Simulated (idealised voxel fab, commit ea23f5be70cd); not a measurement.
A process module follows: voxel fin reveal.
Cross-section cut: width 170 nm, square cells of 5 nm.
If you're reading a cross-section in this doc, picture square cells in a grid; it comes to you as bands, top ones listed first down to the bottom, and a band can be one or more rows of cells.
A band entry consists of two parts. The first gives the height of the band's top and the height of its bottom, in nm. The rest lists the band's materials from left to right, each with its width in nm. A single material labelled with the word "full width" fills the band from edge to edge, and the word "air" marks empty space.
Note: height 0 marks the level under which the wafer is uniformly one material as received. Lowest band unbounded below, written "top 0, no bottom".
So if you see something like "30..40" for the width, read it as the top row of the band sitting at the first number and the bottom row at the second, with every row in between moving by the same amount as the last.
The designation "left unchanged", where it is given for a processing step, indicates that no cell of the cross-section was altered in the course of that step.
Empty spaces without an open route to the top, at least 8 cells in extent, make up the entry "Closed internal voids"; each is given as width x height at distance, where the distance is measured from the left edge, and all are in nm.
That trailing text on a step's line, after the settings, is the simulator's own remark on the step.
"overlay nm" denotes, for a step that has a mask, the displacement of the mask to the right of its planned place, with negative values corresponding to the left.
## Planned process steps
1) RECEIVE,material Si
2) CONFORMAL_DEP,material SiN,thk nm 5
3) MASKED_ETCH,tone cover,mask id FINS,width nm 15,pitch nm 35,etch materials SiN,depth nm 5,overlay nm 0
4) MASKED_ETCH,tone cover,mask id FINS,width nm 15,pitch nm 35,etch materials Si,depth nm 30,overlay nm 0
5) OXIDIZE,depth nm 5
6) FILL_DEP,material SiO2,thk nm 5
7) CMP,height nm 5
8) SELECTIVE_ETCH,etch materials SiO2,depth nm 20
9) STRIP,etch materials SiN
10) CONFORMAL_DEP,material SiO2,thk nm 5
## The cross-section here shows the wafer as received, i.e. in its state after step 1
* top 0, no bottom = Si full width
* Closed internal voids: none
## Here's the wafer cut in cross-section after the module, started and planned just like above, except one thing was done wrong in the run
* top 5, bottom 0 = SiO2 (25), air (15), SiO2 (20), air (15), SiO2 (20), air (15), SiO2 (20), air (15), SiO2 (25)
* top 0, bottom -5 = Si (20), SiO2 (25), Si (10), SiO2 (25), Si (10), SiO2 (25), Si (10), SiO2 (25), Si (20)
* top -5, no bottom = Si full width
* Closed internal voids: none
Deviation noted in wafer processing: in deviation from the planned setting, step 3 was conducted as MASKED_ETCH,tone open,mask id FINS,width nm 15,pitch nm 35,etch materials SiN,depth nm 5,overlay nm 0
